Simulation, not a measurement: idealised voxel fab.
Proc. module: voxel wiring stack
Square cells of 5 nm make up the cross-section cut, whose width is 265 nm.
Notation: cross-section as square-cell grid; stated in bands, top first, going down; one or more cell rows per band. Each band's line starts with the height of the band's top and of its bottom, in nm. Then come its materials from left to right, each with its width in nm. One material with "throughout" fills the band from edge to edge. "empty" is empty space. For the purposes of this specification, 0 denotes the height below which the wafer in its as-received condition is composed wholly of one material, and the lowermost band, lacking a lower limit, extends downward without end, as expressed in "0 -> down". The two numbers in a width such as "30..40" mark its ends across the band: the first belongs to the top row of cells, the second to the bottom row, and from each row to the next the width moves by the same amount. Given "remained unchanged" for a step, no cell of the cross-section differs between before and after that step. Under "Sealed internal voids" you'll find the enclosed gaps, the ones with no way out to the top, that are 8 cells or bigger; each reads width x height at distance, with distance counted from the left edge, everything in nm. Read whatever lies past the settings on a step's line as the simulator's own remark about the step. Steps that use a mask can have "overlay nm" on their line. It says how far the mask sat to the right of where it was meant to be. Negative means to the left.
plan
1) RECEIVE: material Si
2) CONFORMAL_DEP: material SiO2, thk nm 10
3) CONFORMAL_DEP: material SiCN, thk nm 5
4) DIRECTIONAL_DEP: material lowk, thk nm 20
5) DIRECTIONAL_DEP: material aC, thk nm 15
6) PATTERN: tone open, mask id METAL_1, material resist, width nm 20, pitch nm 45, thk nm 35, overlay nm 0
7) DIRECTIONAL_ETCH: etch materials aC, depth nm 15
8) STRIP: etch materials resist
9) DIRECTIONAL_ETCH: etch materials lowk, depth nm 20
10) DIRECTIONAL_ETCH: etch materials SiCN, depth nm 5
11) STRIP: etch materials aC
12) CONFORMAL_DEP: material TiN, thk nm 5
13) FILL_DEP: material Cu, thk nm 10
14) CMP: height nm 35
15) EPI: material Ru, thk nm 5
16) FILL_DEP: material SiCN, thk nm 5
17) DIRECTIONAL_DEP: material lowk, thk nm 10
18) MASKED_ETCH: tone open, mask id PLUG_1, width nm 15, pitch nm 45, etch materials lowk, depth nm 10, overlay nm 0
19) MASKED_ETCH: tone open, mask id PLUG_1, width nm 15, pitch nm 45, etch materials SiCN, depth nm 5, overlay nm 0
20) CONFORMAL_DEP: material TiN, thk nm 5
21) FILL_DEP: material Cu, thk nm 5
22) CMP: height nm 55
23) CONFORMAL_DEP: material SiCN, thk nm 5
24) DIRECTIONAL_DEP: material lowk, thk nm 25
25) MASKED_ETCH: tone open, mask id METAL_2, width nm 20, pitch nm 45, etch materials lowk, depth nm 25, overlay nm 0
26) MASKED_ETCH: tone open, mask id METAL_2, width nm 20, pitch nm 45, etch materials SiCN, depth nm 5, overlay nm 0
27) CONFORMAL_DEP: material TiN, thk nm 5
28) FILL_DEP: material Cu, thk nm 10
29) CMP: height nm 85
30) CONFORMAL_DEP: material SiCN, thk nm 5
31) DIRECTIONAL_DEP: material lowk, thk nm 10
32) PATTERN: tone open, mask id PLUG_2, material resist, width nm 15, pitch nm 45, thk nm 20, overlay nm 0
33) DIRECTIONAL_ETCH: etch materials lowk, depth nm 10
34) DIRECTIONAL_ETCH: etch materials SiCN, depth nm 5
35) STRIP: etch materials resist
36) CONFORMAL_DEP: material TiN, thk nm 5
37) FILL_DEP: material W, thk nm 10
38) CMP: height nm 100
39) DIRECTIONAL_DEP: material TiN, thk nm 5
40) DIRECTIONAL_DEP: material Ru, thk nm 20
41) MASKED_ETCH: tone cover, mask id METAL_3, width nm 20, pitch nm 45, etch materials Ru, depth nm 20, overlay nm -15
42) MASKED_ETCH: tone cover, mask id METAL_3, width nm 20, pitch nm 45, etch materials TiN, depth nm 5, overlay nm 0
43) CONFORMAL_DEP: material SiN, thk nm 5
44) FILL_DEP: material lowk, thk nm 5
45) CMP: height nm 125
46) CONFORMAL_DEP: material SiCN, thk nm 5
47) DIRECTIONAL_DEP: material lowk, thk nm 20
48) DIRECTIONAL_DEP: material aC, thk nm 15
49) PATTERN: tone open, mask id PLUG_3, material resist, width nm 15, thk nm 30, overlay nm 0
50) DIRECTIONAL_ETCH: etch materials aC, depth nm 15
51) STRIP: etch materials resist
52) DIRECTIONAL_ETCH: etch materials lowk, depth nm 20
53) DIRECTIONAL_ETCH: etch materials SiCN, depth nm 5
54) STRIP: etch materials aC
55) CONFORMAL_DEP: material TiN, thk nm 5
56) FILL_DEP: material W, thk nm 10
57) CMP: height nm 150
58) CONFORMAL_DEP: material SiN, thk nm 5
59) DIRECTIONAL_DEP: material lowk, thk nm 15
60) PATTERN: tone open, mask id METAL_4, material resist, width nm 20, pitch nm 45, thk nm 15, overlay nm 0
61) DIRECTIONAL_ETCH: etch materials lowk, depth nm 15
62) DIRECTIONAL_ETCH: etch materials SiN, depth nm 5
63) STRIP: etch materials resist
64) CONFORMAL_DEP: material TiN, thk nm 5
65) FILL_DEP: material Cu, thk nm 10
66) CMP: height nm 170
67) CONFORMAL_DEP: material SiCN, thk nm 5
Every wafer here starts from the same state; it is the step 41 overlay nm that distinguishes them, and the value the plan gives belongs to the first wafer.
first wafer as received, after step 1
	0 -> down | Si throughout
	Sealed internal voids: none
After the module's final step, step 67: the first of several wafers in cross-section
	175 -> 170 | SiCN throughout
	170 -> 155 | lowk: 100, then TiN: 5, then Cu: 10, then TiN: 5, then lowk: 25, then TiN: 5, then Cu: 10, then TiN: 5, then lowk: 100
	155 -> 150 | SiN: 100, then TiN: 20, then SiN: 25, then TiN: 20, then SiN: 100
	150 -> 130 | lowk: 100, then TiN: 5, then W: 5, then TiN: 5, then lowk: 150
	130 -> 125 | SiCN: 100, then TiN: 15, then SiCN: 150
	125 -> 110 | lowk: 80, then SiN: 5, then Ru: 20, then SiN: 5, then lowk: 15, then SiN: 5, then Ru: 20, then SiN: 5, then lowk: 110
	110 -> 105 | lowk: 80, then SiN: 5, then Ru: 20, then SiN: 25, then Ru: 20, then SiN: 20, then lowk: 95
	105 -> 100 | SiN: 85, then TiN: 35, then SiN: 10, then TiN: 35, then SiN: 100
	100 -> 90 | lowk: 100, then TiN: 5, then W: 5, then TiN: 5, then lowk: 30, then TiN: 5, then W: 5, then TiN: 5, then lowk: 105
	90 -> 85 | SiCN: 100, then TiN: 15, then SiCN: 30, then TiN: 15, then SiCN: 105
	85 -> 60 | lowk: 100, then TiN: 5, then Cu: 10, then TiN: 5, then lowk: 25, then TiN: 5, then Cu: 10, then TiN: 5, then lowk: 100
	60 -> 55 | SiCN: 100, then TiN: 20, then SiCN: 25, then TiN: 20, then SiCN: 100
	55 -> 45 | lowk: 100, then TiN: 5, then Cu: 5, then TiN: 5, then lowk: 30, then TiN: 5, then Cu: 5, then TiN: 5, then lowk: 105
	45 -> 40 | SiCN: 100, then TiN: 15, then SiCN: 30, then TiN: 15, then SiCN: 105
	40 -> 35 | SiCN: 95, then Ru: 30, then SiCN: 15, then Ru: 30, then SiCN: 95
	35 -> 15 | lowk: 100, then TiN: 5, then Cu: 10, then TiN: 5, then lowk: 25, then TiN: 5, then Cu: 10, then TiN: 5, then lowk: 100
	15 -> 10 | SiCN: 100, then TiN: 20, then SiCN: 25, then TiN: 20, then SiCN: 100
	10 -> 0 | SiO2 throughout
	0 -> down | Si throughout
	Sealed internal voids: none
Cross-section, module end, final of several wafers
	175 -> 170 | SiCN throughout
	170 -> 155 | lowk: 100, then TiN: 5, then Cu: 10, then TiN: 5, then lowk: 25, then TiN: 5, then Cu: 10, then TiN: 5, then lowk: 100
	155 -> 150 | SiN: 100, then TiN: 20, then SiN: 25, then TiN: 20, then SiN: 100
	150 -> 130 | lowk: 100, then TiN: 5, then W: 5, then TiN: 5, then lowk: 150
	130 -> 125 | SiCN: 100, then TiN: 15, then SiCN: 150
	125 -> 110 | lowk: 110, then SiN: 5, then Ru: 20, then SiN: 5, then lowk: 15, then SiN: 5, then Ru: 20, then SiN: 5, then lowk: 80
	110 -> 105 | lowk: 95, then SiN: 20, then Ru: 20, then SiN: 25, then Ru: 20, then SiN: 5, then lowk: 80
	105 -> 100 | SiN: 100, then TiN: 35, then SiN: 10, then TiN: 35, then SiN: 85
	100 -> 90 | lowk: 100, then TiN: 5, then W: 5, then TiN: 5, then lowk: 30, then TiN: 5, then W: 5, then TiN: 5, then lowk: 105
	90 -> 85 | SiCN: 100, then TiN: 15, then SiCN: 30, then TiN: 15, then SiCN: 105
	85 -> 60 | lowk: 100, then TiN: 5, then Cu: 10, then TiN: 5, then lowk: 25, then TiN: 5, then Cu: 10, then TiN: 5, then lowk: 100
	60 -> 55 | SiCN: 100, then TiN: 20, then SiCN: 25, then TiN: 20, then SiCN: 100
	55 -> 45 | lowk: 100, then TiN: 5, then Cu: 5, then TiN: 5, then lowk: 30, then TiN: 5, then Cu: 5, then TiN: 5, then lowk: 105
	45 -> 40 | SiCN: 100, then TiN: 15, then SiCN: 30, then TiN: 15, then SiCN: 105
	40 -> 35 | SiCN: 95, then Ru: 30, then SiCN: 15, then Ru: 30, then SiCN: 95
	35 -> 15 | lowk: 100, then TiN: 5, then Cu: 10, then TiN: 5, then lowk: 25, then TiN: 5, then Cu: 10, then TiN: 5, then lowk: 100
	15 -> 10 | SiCN: 100, then TiN: 20, then SiCN: 25, then TiN: 20, then SiCN: 100
	10 -> 0 | SiO2 throughout
	0 -> down | Si throughout
	Sealed internal voids: none
Each row below is a wafer at the end of the module, listing for every material the number of cells it has gained (+) or lost (-) since it was received, followed by its closed voids
overlay nm -15, +52 Cu, +44 Ru, +328 SiCN, +106 SiN, +106 SiO2, +125 TiN, +8 W, +1086 lowk, Sealed internal voids: none
overlay nm -10, +52 Cu, +44 Ru, +328 SiCN, +106 SiN, +106 SiO2, +123 TiN, +8 W, +1088 lowk, Sealed internal voids: none
overlay nm -5, +52 Cu, +44 Ru, +328 SiCN, +106 SiN, +106 SiO2, +121 TiN, +8 W, +1090 lowk, Sealed internal voids: none
overlay nm 0, +52 Cu, +44 Ru, +328 SiCN, +106 SiN, +106 SiO2, +119 TiN, +8 W, +1092 lowk, Sealed internal voids: none
overlay nm 5, +52 Cu, +44 Ru, +328 SiCN, +106 SiN, +106 SiO2, +121 TiN, +8 W, +1090 lowk, Sealed internal voids: none
overlay nm 10, +52 Cu, +44 Ru, +328 SiCN, +106 SiN, +106 SiO2, +123 TiN, +8 W, +1088 lowk, Sealed internal voids: none
overlay nm 15, +52 Cu, +44 Ru, +328 SiCN, +106 SiN, +106 SiO2, +125 TiN, +8 W, +1086 lowk, Sealed internal voids: none
